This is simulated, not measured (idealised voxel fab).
Process module, titled voxel trench capacitor
For reference, the cross-section in this document is cut, with width 155 nm and square cells of 5 nm.
Reading order for cross-sections: top band down to bottom band. Underlying form: a grid of square cells. Band size: one or more rows of cells.
Look at the band entry: it leads with the top's height and the bottom's height in nm. Then it lists the materials left to right, with a width in nm for each. The word "edge to edge" on a single material says that material fills the band edge to edge. The word "air" is empty space.
Note: height 0 marks the level under which the wafer is uniformly one material as received. Lowest band unbounded below, written "from 0 down".
The width entry "30 to 40" should be interpreted row by row: the top row of cells in the band takes the first number, the bottom row takes the second number, and the change between adjacent rows is uniform throughout.
"identical to before", as given for a step, is the statement that not any cell of the cross-section underwent a change during that step.
Closed empty spaces (no open way to the top) of 8 cells or more are what "Fully sealed cavities" lists, each as width x height at distance from the left edge, nm for all three.
It should be noted that, on the line of a given step, the content following the step's settings is a remark produced by the simulator itself with respect to that step.
The setting "overlay nm" may be written on the line of a step. When the step uses a mask, the value reports how far to the right of the planned place the mask lay, and a negative value reports that it lay to the left.

Set out below are the planned steps of the process
| 1 | RECEIVE: material Si |
| 2 | CONFORMAL_DEP: material SiN, thk nm 10 |
| 3 | DIRECTIONAL_DEP: material aC, thk nm 15 |
| 4 | PATTERN: tone open, mask id TRENCH, material resist, width nm 15, pitch nm 40, thk nm 35, overlay nm 0 |
| 5 | DIRECTIONAL_ETCH: etch materials aC, depth nm 15 |
| 6 | STRIP: etch materials resist |
| 7 | DIRECTIONAL_ETCH: etch materials SiN, depth nm 10 |
| 8 | DIRECTIONAL_ETCH: etch materials Si, depth nm 30 |
| 9 | STRIP: etch materials aC |
| 10 | CONFORMAL_DEP: material SiO2, thk nm 5 |
| 11 | FILL_DEP: material polySi, thk nm 10 |
| 12 | CMP: height nm 10 |

Cross-section of the wafer upon arrival, representing the state reached after step 1
	from 0 down | Si edge to edge
	Fully sealed cavities: none

End-of-module cross-section. Starting structure and process plan as above; one mistake made in running it
	from 10 to 0 | SiN=30 | SiO2=5 | polySi=10 | SiO2=5 | SiN=20 | SiO2=5 | polySi=10 | SiO2=5 | SiN=20 | SiO2=5 | polySi=10 | SiO2=5 | SiN=25
	from 0 to -25 | Si=30 | SiO2=5 | polySi=10 | SiO2=5 | Si=20 | SiO2=5 | polySi=10 | SiO2=5 | Si=20 | SiO2=5 | polySi=10 | SiO2=5 | Si=25
	from -25 to -30 | Si=30 | SiO2=20 | Si=20 | SiO2=20 | Si=20 | SiO2=20 | Si=25
	from -30 down | Si edge to edge
	Fully sealed cavities: none
What broke from the plan during processing? for step 4, the planned setting was not used; the step was instead run as PATTERN: tone open, mask id TRENCH, material resist, width nm 20, pitch nm 40, thk nm 35, overlay nm 0
